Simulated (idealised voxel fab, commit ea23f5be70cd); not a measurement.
This is a process module. Its name is voxel air gaps.
Cross-sectional view cut (width: 265 nm; square cell size: 5 nm).
Think of the cross-section as a grid of square cells. We describe it in bands, top to bottom, and each band covers one or more rows of those cells. Within each band entry, the heights of the top and of the bottom of the band appear first, in that order and in nm; the materials of the band then follow from left to right, each with its corresponding width in nm. The designation "full width" on a single material indicates that it fills the band from edge to edge; the designation "blank" indicates empty space. Convention: height 0 is the level below which the wafer, as received, is all one material. The lowest band does not terminate at the bottom but continues downward, represented as "z 0 and below". Per-row width for "30->40": begins at first number (top row of band), ends at second number (bottom row), increment between rows held constant. Given "no modifications" for a step, no cell of the cross-section differs between before and after that step. You'll see "Completely sealed voids" listing empty spaces that have no way open to the top, as long as they're 8 cells or more; the notation is width x height at distance, where the distance is from the left edge, and all of it is in nm. The remark found on a step's line after its settings is issued by the simulator itself and pertains to that step. Regarding "overlay nm": on a step with a mask, it is the distance the mask lay to the right of its planned place; a negative value places it to the left.

[This section lists the process steps that were planned]
1. RECEIVE (material Si)
2. CONFORMAL_DEP (material SiO2; thk nm 10)
3. CONFORMAL_DEP (material SiN; thk nm 5)
4. DIRECTIONAL_DEP (material lowk; thk nm 30)
5. PATTERN (tone open; mask id LINES; material resist; width nm 15; pitch nm 50; thk nm 15; overlay nm 0)
6. DIRECTIONAL_ETCH (etch materials lowk; depth nm 30)
7. STRIP (etch materials resist)
8. CONFORMAL_DEP (material TiN; thk nm 5)
9. FILL_DEP (material Ru; thk nm 10)
10. CMP (height nm 45)
11. EPI (material Ru; thk nm 10)
12. SELECTIVE_ETCH (etch materials lowk; depth nm 40)
13. CONFORMAL_DEP (material SiCN; thk nm 5)
All wafers enter the flow in the same state. The width nm at step 5 differs from wafer to wafer, and the plan gives the value for the first wafer.

[As-received state after step 1, first of several wafers, cross-section]
  z 0 and below | Si full width
  Completely sealed voids: none

[Below, a row for every wafer. Read it as the end-of-module picture: for each material the wafer shows its cells gained (+) or lost (-) since it was received, and then its closed voids]
width nm 15 | +76 Ru | +149 SiCN | +53 SiN | +106 SiO2 | +52 TiN | Completely sealed voids: none
width nm 20 | +104 Ru | +149 SiCN | +53 SiN | +106 SiO2 | +56 TiN | Completely sealed voids: 20 x 20 at 75; 20 x 20 at 125; 20 x 20 at 175
width nm 25 | +132 Ru | +137 SiCN | +53 SiN | +106 SiO2 | +60 TiN | Completely sealed voids: 15 x 20 at 75; 15 x 20 at 125; 15 x 20 at 175
width nm 30 | +160 Ru | +77 SiCN | +53 SiN | +106 SiO2 | +64 TiN | +72 lowk | Completely sealed voids: none
width nm 35 | +182 Ru | +77 SiCN | +53 SiN | +106 SiO2 | +68 TiN | +54 lowk | Completely sealed voids: none
